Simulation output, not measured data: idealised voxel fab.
Herein follows the process module entitled voxel gate over fins.
Xsec cut, 210 nm wide, square cell size 5 nm.
Heads up, the way a cross-section reads in here is a grid of square cells, handed over as bands from the top down, with every band being one or more rows of cells. Each band's line starts with the height of the band's top and of its bottom, in nm. Then come its materials from left to right, each with its width in nm. One material with "full width" fills the band from edge to edge. "blank" is empty space. Basically, 0 is our baseline, since under it the wafer straight out of the box is all one material. The bottom band has no lower end and keeps on going down, so it looks like "0..down". Graded width ("30..40"): value in top row of band = first number; value in bottom row = second number; row-to-row change constant. It should be understood that the words "nothing different", when stated for a given step, signify that the cross-section underwent no change in any of its cells during that step. "Enclosed void catalog" enumerates empty spaces isolated from the top, with no open way to it, that contain at least 8 cells, giving each as width x height at distance from the left edge, all three in nm. Post-settings text on a step line: simulator's own remark regarding the step. "overlay nm" answers the question of how far to the right of plan the mask lay on a step that has a mask, and when it is negative the answer is to the left.
The steps planned for the process are as follows
| 1 | RECEIVE (material Si) |
| 2 | CONFORMAL_DEP (material SiN; thk nm 5) |
| 3 | DIRECTIONAL_DEP (material aC; thk nm 10) |
| 4 | PATTERN (tone cover; mask id FINS; material resist; width nm 15; pitch nm 35; thk nm 30; overlay nm 0) |
| 5 | DIRECTIONAL_ETCH (etch materials aC; depth nm 10) |
| 6 | STRIP (etch materials resist) |
| 7 | DIRECTIONAL_ETCH (etch materials SiN; depth nm 5) |
| 8 | DIRECTIONAL_ETCH (etch materials Si; depth nm 35) |
| 9 | STRIP (etch materials aC) |
| 10 | OXIDIZE (depth nm 5) |
| 11 | FILL_DEP (material SiO2; thk nm 15) |
| 12 | CMP (height nm 5) |
| 13 | SELECTIVE_ETCH (etch materials SiO2; depth nm 20) |
| 14 | STRIP (etch materials SiN) |
| 15 | CONFORMAL_DEP (material HfO2; thk nm 5) |
| 16 | CONFORMAL_DEP (material TiN; thk nm 5) |
| 17 | CONFORMAL_DEP (material TiAl; thk nm 5) |
| 18 | CONFORMAL_DEP (material TiN; thk nm 5) |
| 19 | FILL_DEP (material W; thk nm 15) |
| 20 | CMP (height nm 30) |
| 21 | CONFORMAL_DEP (material SiN; thk nm 5) |
As-received state of the wafer in cross-section, equivalent to post-step 1
0..down  Si full width
Enclosed void catalog: none
Same starting wafer, same plan as above, one mistake in the execution; this is the cross-section at the end of the module
35..30  SiN full width
30..20  W full width
20..15  35 of W | 150 of TiN | 25 of W
15..10  35 of W | 5 of TiN | 140 of TiAl | 5 of TiN | 25 of W
10..5  35 of W | 5 of TiN | 5 of TiAl | 25 of TiN | 10 of TiAl | 25 of TiN | 10 of TiAl | 25 of TiN | 10 of TiAl | 25 of TiN | 5 of TiAl | 5 of TiN | 25 of W
5..0  40 of TiN | 5 of TiAl | 5 of TiN | 15 of HfO2 | 5 of TiN | 10 of TiAl | 5 of TiN | 15 of HfO2 | 5 of TiN | 10 of TiAl | 5 of TiN | 15 of HfO2 | 5 of TiN | 10 of TiAl | 5 of TiN | 15 of HfO2 | 5 of TiN | 5 of TiAl | 30 of TiN
0..-5  45 of TiAl | 5 of TiN | 5 of HfO2 | 5 of Si | 5 of HfO2 | 5 of TiN | 10 of TiAl | 5 of TiN | 5 of HfO2 | 5 of Si | 5 of HfO2 | 5 of TiN | 10 of TiAl | 5 of TiN | 5 of HfO2 | 5 of Si | 5 of HfO2 | 5 of TiN | 10 of TiAl | 5 of TiN | 5 of HfO2 | 5 of Si | 5 of HfO2 | 5 of TiN | 35 of TiAl
-5..-10  50 of TiN | 5 of HfO2 | 5 of Si | 5 of HfO2 | 20 of TiN | 5 of HfO2 | 5 of Si | 5 of HfO2 | 20 of TiN | 5 of HfO2 | 5 of Si | 5 of HfO2 | 20 of TiN | 5 of HfO2 | 5 of Si | 5 of HfO2 | 40 of TiN
-10..-15  55 of HfO2 | 5 of Si | 30 of HfO2 | 5 of Si | 30 of HfO2 | 5 of Si | 30 of HfO2 | 5 of Si | 45 of HfO2
-15..-40  55 of SiO2 | 5 of Si | 30 of SiO2 | 5 of Si | 30 of SiO2 | 5 of Si | 30 of SiO2 | 5 of Si | 45 of SiO2
-40..down  Si full width
Enclosed void catalog: none
Short version of what went wrong: step 4 was not run as planned; what actually ran was PATTERN (tone cover; mask id FINS; material resist; width nm 15; pitch nm 35; thk nm 30; overlay nm 5)
